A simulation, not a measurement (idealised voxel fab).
This is a process module. Its name is voxel fin reveal.
Each square cell in cross-section cut measures 5 nm, and the section as a whole is 250 nm wide.
Cross-section format: a grid of square cells, given as bands from top to bottom; each band is one or more rows of cells.
Within each band entry, the heights of the top and of the bottom of the band appear first, in that order and in nm; the materials of the band then follow from left to right, each with its corresponding width in nm. The designation "edge to edge" on a single material indicates that it fills the band from edge to edge; the designation "blank" indicates empty space.
It should be noted that heights are counted from 0, beneath which the wafer as supplied is of one material throughout, and that the lowest band possesses no lower boundary but continues downward, as written in "from 0 down".
It should be noted that a width expressed as "30 to 40" varies in equal increments from row to row of cells within the band, taking the value of the first number at the top row and that of the second number at the bottom row.
Step marked "remained the same"? Then no cell in the cross-section changed in it.
Closed-off voids of 8+ cells (no open route to the top) go in "Sealed void inventory", written width x height at distance from the left edge, in nm.
after a step's settings: what the simulator itself notes on the step
overlay nm: how far to the right of its planned place the mask lay on this masked step (negative: to the left).
# The following list gives the planned process steps
1: RECEIVE,material Si
2: CONFORMAL_DEP,material SiN,thk nm 10
3: PATTERN,tone cover,mask id FINS,material resist,width nm 15,pitch nm 35,thk nm 20,overlay nm 0
4: DIRECTIONAL_ETCH,etch materials SiN,depth nm 10
5: DIRECTIONAL_ETCH,etch materials Si,depth nm 35
6: STRIP,etch materials resist
7: FILL_DEP,material SiO2,thk nm 10
8: CMP,height nm 10
9: SELECTIVE_ETCH,etch materials SiO2,depth nm 25
10: STRIP,etch materials SiN
11: CONFORMAL_DEP,material HfO2,thk nm 5
# First of two wafers - as planned
# Cross-section, incoming material, after step 1
from 0 down | Si edge to edge
Sealed void inventory: none
# State of the wafer after step 2, shown in cross-section
from 10 to 0 | SiN edge to edge
Whatever lies below 0 is exactly as it was before.
# State of the wafer after step 3, shown in cross-section
from 30 to 10 | blank 65 nm; resist 15 nm; blank 20 nm; resist 15 nm; blank 20 nm; resist 15 nm; blank 20 nm; resist 15 nm; blank 65 nm
Whatever lies below 10 is exactly as it was before.
# State of the wafer after step 4, shown in cross-section
from 30 to 10 | blank 65 nm; resist 15 nm; blank 20 nm; resist 15 nm; blank 20 nm; resist 15 nm; blank 20 nm; resist 15 nm; blank 65 nm
from 10 to 0 | blank 65 nm; SiN 15 nm; blank 20 nm; SiN 15 nm; blank 20 nm; SiN 15 nm; blank 20 nm; SiN 15 nm; blank 65 nm
Whatever lies below 0 is exactly as it was before.
# State of the wafer after step 5, shown in cross-section
from 30 to 10 | blank 65 nm; resist 15 nm; blank 20 nm; resist 15 nm; blank 20 nm; resist 15 nm; blank 20 nm; resist 15 nm; blank 65 nm
from 10 to 0 | blank 65 nm; SiN 15 nm; blank 20 nm; SiN 15 nm; blank 20 nm; SiN 15 nm; blank 20 nm; SiN 15 nm; blank 65 nm
from 0 to -35 | blank 65 nm; Si 15 nm; blank 20 nm; Si 15 nm; blank 20 nm; Si 15 nm; blank 20 nm; Si 15 nm; blank 65 nm
Whatever lies below -35 is exactly as it was before.
# State of the wafer after step 6, shown in cross-section
from 10 to 0 | blank 65 nm; SiN 15 nm; blank 20 nm; SiN 15 nm; blank 20 nm; SiN 15 nm; blank 20 nm; SiN 15 nm; blank 65 nm
Whatever lies below 0 is exactly as it was before.
# State of the wafer after step 7, shown in cross-section
from 20 to 10 | SiO2 edge to edge
from 10 to 0 | SiO2 65 nm; SiN 15 nm; SiO2 20 nm; SiN 15 nm; SiO2 20 nm; SiN 15 nm; SiO2 20 nm; SiN 15 nm; SiO2 65 nm
from 0 to -35 | SiO2 65 nm; Si 15 nm; SiO2 20 nm; Si 15 nm; SiO2 20 nm; Si 15 nm; SiO2 20 nm; Si 15 nm; SiO2 65 nm
Whatever lies below -35 is exactly as it was before.
# State of the wafer after step 8, shown in cross-section
from 10 to 0 | SiO2 65 nm; SiN 15 nm; SiO2 20 nm; SiN 15 nm; SiO2 20 nm; SiN 15 nm; SiO2 20 nm; SiN 15 nm; SiO2 65 nm
Whatever lies below 0 is exactly as it was before.
# State of the wafer after step 9, shown in cross-section
from 10 to 0 | blank 65 nm; SiN 15 nm; blank 20 nm; SiN 15 nm; blank 20 nm; SiN 15 nm; blank 20 nm; SiN 15 nm; blank 65 nm
from 0 to -15 | blank 65 nm; Si 15 nm; blank 20 nm; Si 15 nm; blank 20 nm; Si 15 nm; blank 20 nm; Si 15 nm; blank 65 nm
Whatever lies below -15 is exactly as it was before.
# State of the wafer after step 10, shown in cross-section
from 0 to -15 | blank 65 nm; Si 15 nm; blank 20 nm; Si 15 nm; blank 20 nm; Si 15 nm; blank 20 nm; Si 15 nm; blank 65 nm
Whatever lies below -15 is exactly as it was before.
# State of the wafer after step 11, shown in cross-section
from 5 to 0 | blank 60 nm; HfO2 25 nm; blank 10 nm; HfO2 25 nm; blank 10 nm; HfO2 25 nm; blank 10 nm; HfO2 25 nm; blank 60 nm
from 0 to -10 | blank 60 nm; HfO2 5 nm; Si 15 nm; HfO2 5 nm; blank 10 nm; HfO2 5 nm; Si 15 nm; HfO2 5 nm; blank 10 nm; HfO2 5 nm; Si 15 nm; HfO2 5 nm; blank 10 nm; HfO2 5 nm; Si 15 nm; HfO2 5 nm; blank 60 nm
from -10 to -15 | HfO2 65 nm; Si 15 nm; HfO2 20 nm; Si 15 nm; HfO2 20 nm; Si 15 nm; HfO2 20 nm; Si 15 nm; HfO2 65 nm
Whatever lies below -15 is exactly as it was before.
# Second wafer - shared start and plan with the first - one error in running - same as the first up to step 2 inclusive
# Cross-section of the second wafer at the time step 3 of the plan should have ended
from 30 to 10 | blank 70 nm; resist 15 nm; blank 20 nm; resist 15 nm; blank 20 nm; resist 15 nm; blank 20 nm; resist 15 nm; blank 60 nm
Whatever lies below 10 is exactly as it was before.
# Cross-section of the second wafer at the time step 4 of the plan should have ended
from 30 to 10 | blank 70 nm; resist 15 nm; blank 20 nm; resist 15 nm; blank 20 nm; resist 15 nm; blank 20 nm; resist 15 nm; blank 60 nm
from 10 to 0 | blank 70 nm; SiN 15 nm; blank 20 nm; SiN 15 nm; blank 20 nm; SiN 15 nm; blank 20 nm; SiN 15 nm; blank 60 nm
Whatever lies below 0 is exactly as it was before.
# Cross-section of the second wafer at the time step 5 of the plan should have ended
from 30 to 10 | blank 70 nm; resist 15 nm; blank 20 nm; resist 15 nm; blank 20 nm; resist 15 nm; blank 20 nm; resist 15 nm; blank 60 nm
from 10 to 0 | blank 70 nm; SiN 15 nm; blank 20 nm; SiN 15 nm; blank 20 nm; SiN 15 nm; blank 20 nm; SiN 15 nm; blank 60 nm
from 0 to -35 | blank 70 nm; Si 15 nm; blank 20 nm; Si 15 nm; blank 20 nm; Si 15 nm; blank 20 nm; Si 15 nm; blank 60 nm
Whatever lies below -35 is exactly as it was before.
# Cross-section of the second wafer at the time step 6 of the plan should have ended
from 10 to 0 | blank 70 nm; SiN 15 nm; blank 20 nm; SiN 15 nm; blank 20 nm; SiN 15 nm; blank 20 nm; SiN 15 nm; blank 60 nm
Whatever lies below 0 is exactly as it was before.
# Cross-section of the second wafer at the time step 7 of the plan should have ended
from 20 to 10 | SiO2 edge to edge
from 10 to 0 | SiO2 70 nm; SiN 15 nm; SiO2 20 nm; SiN 15 nm; SiO2 20 nm; SiN 15 nm; SiO2 20 nm; SiN 15 nm; SiO2 60 nm
from 0 to -35 | SiO2 70 nm; Si 15 nm; SiO2 20 nm; Si 15 nm; SiO2 20 nm; Si 15 nm; SiO2 20 nm; Si 15 nm; SiO2 60 nm
Whatever lies below -35 is exactly as it was before.
# Cross-section of the second wafer at the time step 8 of the plan should have ended
from 10 to 0 | SiO2 70 nm; SiN 15 nm; SiO2 20 nm; SiN 15 nm; SiO2 20 nm; SiN 15 nm; SiO2 20 nm; SiN 15 nm; SiO2 60 nm
Whatever lies below 0 is exactly as it was before.
# Cross-section of the second wafer at the time step 9 of the plan should have ended
from 10 to 0 | blank 70 nm; SiN 15 nm; blank 20 nm; SiN 15 nm; blank 20 nm; SiN 15 nm; blank 20 nm; SiN 15 nm; blank 60 nm
from 0 to -15 | blank 70 nm; Si 15 nm; blank 20 nm; Si 15 nm; blank 20 nm; Si 15 nm; blank 20 nm; Si 15 nm; blank 60 nm
Whatever lies below -15 is exactly as it was before.
# Cross-section of the second wafer at the time step 10 of the plan should have ended
from 0 to -15 | blank 70 nm; Si 15 nm; blank 20 nm; Si 15 nm; blank 20 nm; Si 15 nm; blank 20 nm; Si 15 nm; blank 60 nm
Whatever lies below -15 is exactly as it was before.
# Cross-section of the second wafer at the time step 11 of the plan should have ended
from 5 to 0 | blank 65 nm; HfO2 25 nm; blank 10 nm; HfO2 25 nm; blank 10 nm; HfO2 25 nm; blank 10 nm; HfO2 25 nm; blank 55 nm
from 0 to -10 | blank 65 nm; HfO2 5 nm; Si 15 nm; HfO2 5 nm; blank 10 nm; HfO2 5 nm; Si 15 nm; HfO2 5 nm; blank 10 nm; HfO2 5 nm; Si 15 nm; HfO2 5 nm; blank 10 nm; HfO2 5 nm; Si 15 nm; HfO2 5 nm; blank 55 nm
from -10 to -15 | HfO2 70 nm; Si 15 nm; HfO2 20 nm; Si 15 nm; HfO2 20 nm; Si 15 nm; HfO2 20 nm; Si 15 nm; HfO2 60 nm
Whatever lies below -15 is exactly as it was before.
Here's what went sideways: step 3 ran as: PATTERN,tone cover,mask id FINS,material resist,width nm 15,pitch nm 35,thk nm 20,overlay nm 5
Both wafers, final: cells per material equal; arrangement not.
